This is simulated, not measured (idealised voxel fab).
Process module heading - voxel trench capacitor
Section shown: cut. Width: 285 nm. Cell size: 5 nm, square.
A cross-section is a grid of square cells, given in bands from the top down. A band is one or more rows of cells.
Per band: top height and bottom height in nm, followed by the left-to-right materials and their widths in nm; "full width" marks a single material spanning edge to edge, "air" marks empty space.
We count height from 0. Below that, the starting wafer is all one material. The lowest band never ends at the bottom but goes on down; see "0 -> down" for how that is written.
A two-number width, for instance "30 to 40", indicates that the width is equal to the first number in the top row of the band and to the second number in the bottom row, and that it changes by a constant amount per row of cells.
What does "nothing was modified" mean for a step? It means no cell of the cross-section changed in that step.
This entry, "Trapped void list", enumerates those empty regions of no fewer than 8 cells that possess no open connection to the top. Each region is reported in the form width x height at distance, the distance being taken from the left edge, with all three quantities expressed in nm.
after a step's settings: what the simulator itself notes on the step
The "overlay nm" setting may appear on a step's line; for a step that uses a mask, it gives how far to the right of its planned position the mask lay, and a negative value indicates the left.
Guide to the pairs. Each holds a before and an after cross-section around one process step; the after cross-section is cut off at the lowest band that changed. Look under the pair for the step between them and its settings. Pairs can come from different runs of this module on the same starting wafer, so a pair follows on from the one above it only where its entry headed "Prior to processing" says it does.
### Prior to processing
- 15 -> 10  TiN 70 nm  air 5 nm  TiN 35 nm  air 5 nm  TiN 35 nm  air 5 nm  TiN 35 nm  air 5 nm  TiN 90 nm
- 10 -> 5  Al2O3 65 nm  TiN 15 nm  Al2O3 25 nm  TiN 15 nm  Al2O3 25 nm  TiN 15 nm  Al2O3 25 nm  TiN 15 nm  Al2O3 85 nm
- 5 -> 0  SiN 60 nm  Al2O3 15 nm  TiN 5 nm  Al2O3 5 nm  SiN 15 nm  Al2O3 15 nm  TiN 5 nm  Al2O3 5 nm  SiN 15 nm  Al2O3 15 nm  TiN 5 nm  Al2O3 5 nm  SiN 15 nm  Al2O3 15 nm  TiN 5 nm  Al2O3 5 nm  SiN 80 nm
- 0 -> -30  Si 70 nm  Al2O3 5 nm  TiN 5 nm  Al2O3 5 nm  Si 25 nm  Al2O3 5 nm  TiN 5 nm  Al2O3 5 nm  Si 25 nm  Al2O3 5 nm  TiN 5 nm  Al2O3 5 nm  Si 25 nm  Al2O3 5 nm  TiN 5 nm  Al2O3 5 nm  Si 80 nm
- -30 -> -35  Si 70 nm  Al2O3 15 nm  Si 25 nm  Al2O3 15 nm  Si 25 nm  Al2O3 15 nm  Si 25 nm  Al2O3 15 nm  Si 80 nm
- -35 -> down  Si full width
- Trapped void list: none
### After the Step
- 25 -> 15  W full width
- 15 -> 10  TiN 70 nm  W 5 nm  TiN 35 nm  W 5 nm  TiN 35 nm  W 5 nm  TiN 35 nm  W 5 nm  TiN 90 nm
- All layers under 10 are left as they were.
- Trapped void list: none
Name the step between the before and after sections above: op FILL_DEP | material W | thk nm 10
Prior to processing: it's just the after picture from the pair right above this one.
### After the Step
- 5 -> 0  SiN 60 nm  Al2O3 15 nm  TiN 5 nm  Al2O3 5 nm  SiN 15 nm  Al2O3 15 nm  TiN 5 nm  Al2O3 5 nm  SiN 15 nm  Al2O3 15 nm  TiN 5 nm  Al2O3 5 nm  SiN 15 nm  Al2O3 15 nm  TiN 5 nm  Al2O3 5 nm  SiN 80 nm
- All layers under 0 are left as they were.
- Trapped void list: none
Name the step between the before and after sections above: op CMP | height nm 5
### Prior to processing
- 0 -> down  Si full width
- Trapped void list: none
### After the Step
- 5 -> 0  TiN full width
- All layers under 0 are left as they were.
- Trapped void list: none
Name the step between the before and after sections above: op CONFORMAL_DEP | material TiN | thk nm 5
Prior to processing: it's just the after picture from the pair right above this one.
### After the Step
- 10 -> 5  Al2O3 full width
- All layers under 5 are left as they were.
- Trapped void list: none
Name the step between the before and after sections above: op CONFORMAL_DEP | material Al2O3 | thk nm 5
Prior to processing: it's just the after picture from the pair right above this one.
### After the Step
- 15 -> 10  TiN full width
- All layers under 10 are left as they were.
- Trapped void list: none
Name the step between the before and after sections above: op CONFORMAL_DEP | material TiN | thk nm 5
Prior to processing: it's just the after picture from the pair right above this one.
### After the Step
- 25 -> 15  W full width
- All layers under 15 are left as they were.
- Trapped void list: none
Name the step between the before and after sections above: op FILL_DEP | material W | thk nm 10
Prior to processing: it's just the after picture from the pair right above this one.
### After the Step
- 5 -> 0  TiN full width
- All layers under 0 are left as they were.
- Trapped void list: none
Name the step between the before and after sections above: op CMP | height nm 5
### Prior to processing
- 5 -> 0  SiN full width
- 0 -> down  Si full width
- Trapped void list: none
### After the Step
- 5 -> 0  air 70 nm  SiN 25 nm  air 15 nm  SiN 25 nm  air 15 nm  SiN 25 nm  air 15 nm  SiN 25 nm  air 70 nm
- All layers under 0 are left as they were.
- Trapped void list: none
Name the step between the before and after sections above: op MASKED_ETCH | tone cover | mask id TRENCH | width nm 25 | pitch nm 40 | etch materials SiN | depth nm 5 | overlay nm 0
Prior to processing: it's just the after picture from the pair right above this one.
### After the Step
- 10 -> 5  air 65 nm  Al2O3 35 nm  air 5 nm  Al2O3 35 nm  air 5 nm  Al2O3 35 nm  air 5 nm  Al2O3 35 nm  air 65 nm
- 5 -> 0  Al2O3 70 nm  SiN 25 nm  Al2O3 15 nm  SiN 25 nm  Al2O3 15 nm  SiN 25 nm  Al2O3 15 nm  SiN 25 nm  Al2O3 70 nm
- All layers under 0 are left as they were.
- Trapped void list: none
Name the step between the before and after sections above: op CONFORMAL_DEP | material Al2O3 | thk nm 5
Prior to processing: it's just the after picture from the pair right above this one.
### After the Step
- 15 -> 10  air 60 nm  TiN 165 nm  air 60 nm
- 10 -> 5  TiN 65 nm  Al2O3 35 nm  TiN 5 nm  Al2O3 35 nm  TiN 5 nm  Al2O3 35 nm  TiN 5 nm  Al2O3 35 nm  TiN 65 nm
- All layers under 5 are left as they were.
- Trapped void list: none
Name the step between the before and after sections above: op CONFORMAL_DEP | material TiN | thk nm 5
Prior to processing: it's just the after picture from the pair right above this one.
### After the Step
- 25 -> 15  W full width
- 15 -> 10  W 60 nm  TiN 165 nm  W 60 nm
- All layers under 10 are left as they were.
- Trapped void list: none
Name the step between the before and after sections above: op FILL_DEP | material W | thk nm 10
Prior to processing: it's just the after picture from the pair right above this one.
### After the Step
- 5 -> 0  Al2O3 70 nm  SiN 25 nm  Al2O3 15 nm  SiN 25 nm  Al2O3 15 nm  SiN 25 nm  Al2O3 15 nm  SiN 25 nm  Al2O3 70 nm
- All layers under 0 are left as they were.
- Trapped void list: none
Name the step between the before and after sections above: op CMP | height nm 5
